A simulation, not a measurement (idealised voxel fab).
You're looking at the process module voxel self aligned contacts.
This is section cut - it's 210 nm across, gridded in 5 nm square cells.
Cross-section, as written here: a square-cell grid given band by band from the top down, where a band holds one or more rows of cells.
Top, bottom (nm), then materials left to right with widths (nm); lone material tagged "throughout" fills the whole band edge to edge; "empty" = empty space.
Below 0: as-received wafer, all one material; heights counted from there. Lowest band: no bottom, goes on down, written "0 nm and below".
It should be noted that a width expressed as "30->40" varies in equal increments from row to row of cells within the band, taking the value of the first number at the top row and that of the second number at the bottom row.
Reading "same as before" for a step: not a cell of the cross-section changed in it.
Entry "Encapsulated voids" = empty spaces >= 8 cells with no open way to the top; each as width x height at distance, distance from left edge, all nm.
Read whatever lies past the settings on a step's line as the simulator's own remark about the step.
overlay nm: where the mask lay relative to plan, measured to the right, on steps with a mask; negatives go left.
-- plan
1,RECEIVE | material Si
2,CONFORMAL_DEP | material SiO2 | thk nm 5
3,DIRECTIONAL_DEP | material polySi | thk nm 30
4,DIRECTIONAL_DEP | material SiN | thk nm 20
5,PATTERN | tone cover | mask id GATE | material resist | width nm 30 | pitch nm 55 | thk nm 15 | overlay nm 0
6,DIRECTIONAL_ETCH | etch materials SiN | depth nm 20
7,DIRECTIONAL_ETCH | etch materials polySi | depth nm 30
8,STRIP | etch materials resist
9,CONFORMAL_DEP | material SiN | thk nm 5
10,DIRECTIONAL_ETCH | etch materials SiN | depth nm 5
11,FILL_DEP | material SiO2 | thk nm 15
12,CMP | height nm 60
13,MASKED_ETCH | tone open | mask id CONTACT | width nm 35 | pitch nm 55 | etch materials SiO2 | depth nm 60 | overlay nm 0
14,CONFORMAL_DEP | material TiN | thk nm 5
15,FILL_DEP | material W | thk nm 5
16,CMP | height nm 60
17,CONFORMAL_DEP | material SiCN | thk nm 5
-- As received (post step 1): cross-section
- 0 nm and below: Si throughout
- Encapsulated voids: none
-- Cross-section taken at module completion on the first of two wafers; processed per the plan
- 65 nm to 60 nm: SiCN throughout
- 60 nm to 55 nm: SiO2 (60), then TiN (15), then W (5), then TiN (15), then SiO2 (20), then TiN (15), then W (5), then TiN (15), then SiO2 (60)
- 55 nm to 35 nm: SiO2 (30), then SiN (40), then TiN (5), then W (5), then TiN (5), then SiN (40), then TiN (5), then W (5), then TiN (5), then SiN (40), then SiO2 (30)
- 35 nm to 5 nm: SiO2 (30), then SiN (5), then polySi (30), then SiN (5), then TiN (5), then W (5), then TiN (5), then SiN (5), then polySi (30), then SiN (5), then TiN (5), then W (5), then TiN (5), then SiN (5), then polySi (30), then SiN (5), then SiO2 (30)
- 5 nm to 0 nm: SiO2 (70), then TiN (15), then SiO2 (40), then TiN (15), then SiO2 (70)
- 0 nm and below: Si throughout
- Encapsulated voids: none
-- Cross-section at end of module for the second wafer of two, which matched the first in starting point and plan and differed by one mistake in its processing
- 65 nm to 60 nm: SiCN throughout
- 60 nm to 55 nm: SiO2 (60), then TiN (15), then W (5), then TiN (20), then SiO2 (15), then TiN (15), then W (5), then TiN (20), then SiO2 (55)
- 55 nm to 35 nm: SiO2 (30), then SiN (40), then TiN (5), then W (5), then TiN (5), then SiN (40), then TiN (5), then W (5), then TiN (5), then SiN (40), then SiO2 (30)
- 35 nm to 5 nm: SiO2 (30), then SiN (5), then polySi (30), then SiN (5), then TiN (5), then W (5), then TiN (5), then SiN (5), then polySi (30), then SiN (5), then TiN (5), then W (5), then TiN (5), then SiN (5), then polySi (30), then SiN (5), then SiO2 (30)
- 5 nm to 0 nm: SiO2 (70), then TiN (15), then SiO2 (40), then TiN (15), then SiO2 (70)
- 0 nm and below: Si throughout
- Encapsulated voids: none
Deviation from plan: heads up, step 13 didn't go per plan, it actually ran as MASKED_ETCH | tone open | mask id CONTACT | width nm 40 | pitch nm 55 | etch materials SiO2 | depth nm 60 | overlay nm 0
FYI, end of process, the second wafer has more or fewer cells of some materials than the first: SiO2: 2 fewer, TiN: 2 more
